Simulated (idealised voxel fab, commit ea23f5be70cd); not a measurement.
The document below concerns the process module designated voxel wiring stack.
We display cut, a cross-section 290 nm in width whose square cells are each 5 nm.
A cross-section is written here as square cells arranged in a grid, and it is given in bands from the top down, each band taking up one or more rows of cells.
First you get the band's top height and its bottom height, in nm, and then the materials it's made of, left to right, with each width in nm. If you see a single material with "full width", that one covers the band edge to edge. "empty" is empty space.
Height reference: 0 = level under which incoming wafer is all one material. Lowest band: no bottom, runs on downward, e.g. "0 down".
A two-number width, for instance "30->40", indicates that the width is equal to the first number in the top row of the band and to the second number in the bottom row, and that it changes by a constant amount per row of cells.
No cell of the cross-section changed in a step that is given as "remained unchanged".
Entry "Catalogued sealed voids" = empty spaces >= 8 cells with no open way to the top; each as width x height at distance, distance from left edge, all nm.
Anything after a step's settings on that line? It's the simulator's own note about the step.
overlay nm: mask offset rightward from planned place, masked step; negative means leftward offset.
### Intended process steps
| 1 | RECEIVE | material Si |
| 2 | CONFORMAL_DEP | material SiO2 | thk nm 10 |
| 3 | CONFORMAL_DEP | material SiCN | thk nm 5 |
| 4 | DIRECTIONAL_DEP | material lowk | thk nm 15 |
| 5 | MASKED_ETCH | tone open | mask id METAL_1 | width nm 25 | pitch nm 50 | etch materials lowk | depth nm 15 | overlay nm 0 |
| 6 | MASKED_ETCH | tone open | mask id METAL_1 | width nm 25 | pitch nm 50 | etch materials SiCN | depth nm 5 | overlay nm 0 |
| 7 | CONFORMAL_DEP | material TiN | thk nm 5 |
| 8 | FILL_DEP | material Ru | thk nm 5 |
| 9 | CMP | height nm 30 |
| 10 | CONFORMAL_DEP | material SiCN | thk nm 5 |
| 11 | DIRECTIONAL_DEP | material SiO2 | thk nm 20 |
| 12 | PATTERN | tone open | mask id PLUG_1 | material resist | width nm 15 | pitch nm 50 | thk nm 15 | overlay nm 0 |
| 13 | DIRECTIONAL_ETCH | etch materials SiO2 | depth nm 20 |
| 14 | DIRECTIONAL_ETCH | etch materials SiCN | depth nm 5 |
| 15 | STRIP | etch materials resist |
| 16 | CONFORMAL_DEP | material TiN | thk nm 5 |
| 17 | FILL_DEP | material W | thk nm 5 |
| 18 | CMP | height nm 55 |
| 19 | CONFORMAL_DEP | material SiCN | thk nm 5 |
| 20 | DIRECTIONAL_DEP | material SiO2 | thk nm 20 |
| 21 | PATTERN | tone open | mask id METAL_2 | material resist | width nm 25 | pitch nm 50 | thk nm 15 | overlay nm -15 |
| 22 | DIRECTIONAL_ETCH | etch materials SiO2 | depth nm 20 |
| 23 | DIRECTIONAL_ETCH | etch materials SiCN | depth nm 5 |
| 24 | STRIP | etch materials resist |
| 25 | CONFORMAL_DEP | material TiN | thk nm 5 |
| 26 | FILL_DEP | material Cu | thk nm 5 |
| 27 | CMP | height nm 80 |
| 28 | CONFORMAL_DEP | material SiCN | thk nm 5 |
Split variable: overlay nm, step 21. Plan value = first wafer. Wafers start alike.
### The first of several wafers in cross-section, exactly as it reached us after step 1
* 0 down  Si full width
* Catalogued sealed voids: none
### What follows is a table in which each wafer occupies a row; for the wafer as it stands at the close of the module, the row states, material by material, how many cells have been gained (+) or lost (-) since receipt, and then gives its closed voids
overlay nm -15, +24 Cu, +18 Ru, +206 SiCN, +516 SiO2, +70 TiN, +8 W, +144 lowk, Catalogued sealed voids: none
overlay nm -10, +24 Cu, +18 Ru, +206 SiCN, +516 SiO2, +70 TiN, +8 W, +144 lowk, Catalogued sealed voids: none
overlay nm -5, +24 Cu, +18 Ru, +206 SiCN, +516 SiO2, +70 TiN, +8 W, +144 lowk, Catalogued sealed voids: none
overlay nm 0, +24 Cu, +18 Ru, +206 SiCN, +516 SiO2, +70 TiN, +8 W, +144 lowk, Catalogued sealed voids: none
overlay nm 5, +24 Cu, +18 Ru, +206 SiCN, +516 SiO2, +70 TiN, +8 W, +144 lowk, Catalogued sealed voids: none
overlay nm 10, +24 Cu, +18 Ru, +206 SiCN, +516 SiO2, +70 TiN, +8 W, +144 lowk, Catalogued sealed voids: none
overlay nm 15, +24 Cu, +18 Ru, +206 SiCN, +516 SiO2, +70 TiN, +8 W, +144 lowk, Catalogued sealed voids: none
